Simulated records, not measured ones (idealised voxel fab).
The name of this process module is voxel capacitor over wiring.
Pictured: cross-section cut, 295 nm wide, on a grid of 5 nm square cells.
Format of a cross-section: grid, square cells. Given as bands. Order: top down. Band: one or more rows of cells. Each band's line starts with the height of the band's top and of its bottom, in nm. Then come its materials from left to right, each with its width in nm. One material with "everywhere" fills the band from edge to edge. "blank" is empty space. Measure heights from 0. That's the level where, below it, the as-received wafer is all one material. The lowest band is bottomless and extends downward; write it as in "top 0, no bottom". The two numbers in a width such as "30..40" mark its ends across the band: the first belongs to the top row of cells, the second to the bottom row, and from each row to the next the width moves by the same amount. Take "remained unchanged" at face value: in the step it is given for, the cross-section changed in none of its cells. Heads up: "Cavities, sealed" only lists the empty pockets with no open path to the top that are 8 cells or more, and it writes them as width x height at distance, distance from the left edge, in nm. That trailing text on a step's line, after the settings, is the simulator's own remark on the step. For masked steps, "overlay nm" on the step line gives how far right of plan the mask actually lay; a minus sign means it lay to the left.

## Below is the list of planned process steps
- 1: RECEIVE, material Si
- 2: CONFORMAL_DEP, material SiO2, thk nm 15
- 3: DIRECTIONAL_DEP, material TiN, thk nm 5
- 4: DIRECTIONAL_DEP, material W, thk nm 25
- 5: MASKED_ETCH, tone cover, mask id METAL_1, width nm 25, pitch nm 90, etch materials W, depth nm 25, overlay nm 0
- 6: MASKED_ETCH, tone cover, mask id METAL_1, width nm 25, pitch nm 90, etch materials TiN, depth nm 5, overlay nm 0
- 7: FILL_DEP, material SiO2, thk nm 5
- 8: CMP, height nm 45
- 9: CONFORMAL_DEP, material SiCN, thk nm 5
- 10: DIRECTIONAL_DEP, material SiO2, thk nm 10
- 11: PATTERN, tone open, mask id PLUG_1, material resist, width nm 15, thk nm 15, overlay nm 0
- 12: DIRECTIONAL_ETCH, etch materials SiO2, depth nm 10
- 13: DIRECTIONAL_ETCH, etch materials SiCN, depth nm 5
- 14: STRIP, etch materials resist
- 15: EPI, material Ru, thk nm 10
- 16: EPI, material Ru, thk nm 5
- 17: DIRECTIONAL_DEP, material TiN, thk nm 5
- 18: DIRECTIONAL_DEP, material Al2O3, thk nm 5
- 19: DIRECTIONAL_DEP, material TiN, thk nm 10
- 20: PATTERN, tone cover, mask id UPPER_PLATE, material resist, width nm 70, thk nm 15, overlay nm 0
- 21: DIRECTIONAL_ETCH, etch materials TiN, depth nm 10
- 22: DIRECTIONAL_ETCH, etch materials Al2O3, depth nm 5
- 23: STRIP, etch materials resist
- 24: MASKED_ETCH, tone cover, mask id LOWER_PLATE, width nm 80, etch materials TiN, depth nm 5, overlay nm 0
- 25: FILL_DEP, material SiO2, thk nm 20
- 26: CMP, height nm 95
- 27: PATTERN, tone open, mask id PLUG_2, material resist, width nm 15, thk nm 15, overlay nm 0
- 28: DIRECTIONAL_ETCH, etch materials SiO2, depth nm 15
- 29: STRIP, etch materials resist
- 30: CONFORMAL_DEP, material TiN, thk nm 5
- 31: FILL_DEP, material Cu, thk nm 10
- 32: CMP, height nm 95
- 33: CONFORMAL_DEP, material SiCN, thk nm 5

## On the first of the two wafers: run conducted according to plan

## Received-state cross-section, reflecting completion of step 1
	top 0, no bottom  Si everywhere
	Cavities, sealed: none

## Cross-section: wafer state after step 2
	top 15, bottom 0  SiO2 everywhere
	below 0: unchanged

## Cross-section: wafer state after step 3
	top 20, bottom 15  TiN everywhere
	below 15: unchanged

## Cross-section: wafer state after step 4
	top 45, bottom 20  W everywhere
	below 20: unchanged

## Cross-section: wafer state after step 5
	top 45, bottom 20  90 blank / 25 W / 65 blank / 25 W / 90 blank
	below 20: unchanged

## Cross-section: wafer state after step 6
	top 45, bottom 20  90 blank / 25 W / 65 blank / 25 W / 90 blank
	top 20, bottom 15  90 blank / 25 TiN / 65 blank / 25 TiN / 90 blank
	below 15: unchanged

## Cross-section: wafer state after step 7
	top 50, bottom 45  SiO2 everywhere
	top 45, bottom 20  90 SiO2 / 25 W / 65 SiO2 / 25 W / 90 SiO2
	top 20, bottom 15  90 SiO2 / 25 TiN / 65 SiO2 / 25 TiN / 90 SiO2
	below 15: unchanged

## Cross-section: wafer state after step 8
	top 45, bottom 20  90 SiO2 / 25 W / 65 SiO2 / 25 W / 90 SiO2
	below 20: unchanged

## Cross-section: wafer state after step 9
	top 50, bottom 45  SiCN everywhere
	below 45: unchanged

## Cross-section: wafer state after step 10
	top 60, bottom 50  SiO2 everywhere
	below 50: unchanged

## Cross-section: wafer state after step 11
	top 75, bottom 60  100 resist / 15 blank / 180 resist
	below 60: unchanged

## Cross-section: wafer state after step 12
	top 75, bottom 60  100 resist / 15 blank / 180 resist
	top 60, bottom 50  100 SiO2 / 15 blank / 180 SiO2
	below 50: unchanged

## Cross-section: wafer state after step 13
	top 75, bottom 60  100 resist / 15 blank / 180 resist
	top 60, bottom 50  100 SiO2 / 15 blank / 180 SiO2
	top 50, bottom 45  100 SiCN / 15 blank / 180 SiCN
	below 45: unchanged

## Cross-section: wafer state after step 14
	top 60, bottom 50  100 SiO2 / 15 blank / 180 SiO2
	below 50: unchanged

## Cross-section: wafer state after step 15
	top 60, bottom 55  100 SiO2 / 15 blank / 180 SiO2
	top 55, bottom 50  100 SiO2 / 15 Ru / 180 SiO2
	top 50, bottom 45  100 SiCN / 15 Ru / 180 SiCN
	below 45: unchanged

## Cross-section: wafer state after step 16
	top 60, bottom 50  100 SiO2 / 15 Ru / 180 SiO2
	below 50: unchanged

## Cross-section: wafer state after step 17
	top 65, bottom 60  TiN everywhere
	below 60: unchanged

## Cross-section: wafer state after step 18
	top 70, bottom 65  Al2O3 everywhere
	below 65: unchanged

## Cross-section: wafer state after step 19
	top 80, bottom 70  TiN everywhere
	below 70: unchanged

## Cross-section: wafer state after step 20
	top 95, bottom 80  100 blank / 70 resist / 125 blank
	below 80: unchanged

## Cross-section: wafer state after step 21
	top 95, bottom 80  100 blank / 70 resist / 125 blank
	top 80, bottom 70  100 blank / 70 TiN / 125 blank
	below 70: unchanged

## Cross-section: wafer state after step 22
	top 95, bottom 80  100 blank / 70 resist / 125 blank
	top 80, bottom 70  100 blank / 70 TiN / 125 blank
	top 70, bottom 65  100 blank / 70 Al2O3 / 125 blank
	below 65: unchanged

## Cross-section: wafer state after step 23
	top 80, bottom 70  100 blank / 70 TiN / 125 blank
	below 70: unchanged

## Cross-section: wafer state after step 24
	top 80, bottom 70  100 blank / 70 TiN / 125 blank
	top 70, bottom 65  100 blank / 70 Al2O3 / 125 blank
	top 65, bottom 60  95 blank / 80 TiN / 120 blank
	below 60: unchanged

## Cross-section: wafer state after step 25
	top 100, bottom 80  SiO2 everywhere
	top 80, bottom 70  100 SiO2 / 70 TiN / 125 SiO2
	top 70, bottom 65  100 SiO2 / 70 Al2O3 / 125 SiO2
	top 65, bottom 60  95 SiO2 / 80 TiN / 120 SiO2
	below 60: unchanged

## Cross-section: wafer state after step 26
	top 95, bottom 80  SiO2 everywhere
	below 80: unchanged

## Cross-section: wafer state after step 27
	top 110, bottom 95  110 resist / 15 blank / 170 resist
	below 95: unchanged

## Cross-section: wafer state after step 28
	top 110, bottom 95  110 resist / 15 blank / 170 resist
	top 95, bottom 80  110 SiO2 / 15 blank / 170 SiO2
	below 80: unchanged

## Cross-section: wafer state after step 29
	top 95, bottom 80  110 SiO2 / 15 blank / 170 SiO2
	below 80: unchanged

## Cross-section: wafer state after step 30
	top 100, bottom 95  115 TiN / 5 blank / 175 TiN
	top 95, bottom 85  110 SiO2 / 5 TiN / 5 blank / 5 TiN / 170 SiO2
	top 85, bottom 80  110 SiO2 / 15 TiN / 170 SiO2
	below 80: unchanged

## Cross-section: wafer state after step 31
	top 110, bottom 100  Cu everywhere
	top 100, bottom 95  115 TiN / 5 Cu / 175 TiN
	top 95, bottom 85  110 SiO2 / 5 TiN / 5 Cu / 5 TiN / 170 SiO2
	below 85: unchanged

## Cross-section: wafer state after step 32
	top 95, bottom 85  110 SiO2 / 5 TiN / 5 Cu / 5 TiN / 170 SiO2
	below 85: unchanged

## Cross-section: wafer state after step 33
	top 100, bottom 95  SiCN everywhere
	below 95: unchanged

## Second wafer: same start and same plan as the first, one execution error; identical to the first through step 24

## The second wafer cut through, at the time step 25 was supposed to be finished
	top 100, bottom 80  Cu everywhere
	top 80, bottom 70  100 Cu / 70 TiN / 125 Cu
	top 70, bottom 65  100 Cu / 70 Al2O3 / 125 Cu
	top 65, bottom 60  95 Cu / 80 TiN / 120 Cu
	below 60: unchanged

## The second wafer cut through, at the time step 26 was supposed to be finished
	top 95, bottom 80  Cu everywhere
	below 80: unchanged

## The second wafer cut through, at the time step 27 was supposed to be finished
	top 110, bottom 95  110 resist / 15 blank / 170 resist
	below 95: unchanged

The second wafer cut through, at the time step 28 was supposed to be finished: remained unchanged

## The second wafer cut through, at the time step 29 was supposed to be finished
	top 95, bottom 80  Cu everywhere
	below 80: unchanged

## The second wafer cut through, at the time step 30 was supposed to be finished
	top 100, bottom 95  TiN everywhere
	below 95: unchanged

## The second wafer cut through, at the time step 31 was supposed to be finished
	top 110, bottom 100  Cu everywhere
	below 100: unchanged

## The second wafer cut through, at the time step 32 was supposed to be finished
	top 95, bottom 80  Cu everywhere
	below 80: unchanged

## The second wafer cut through, at the time step 33 was supposed to be finished
	top 100, bottom 95  SiCN everywhere
	below 95: unchanged
Plan not followed: step 25 went in with a setting other than planned; the actual run was FILL_DEP, material Cu, thk nm 20
End check, counted in cells, second wafer has more or fewer of these materials than the first: Cu: 353 more; SiO2: 346 fewer; TiN: 7 fewer
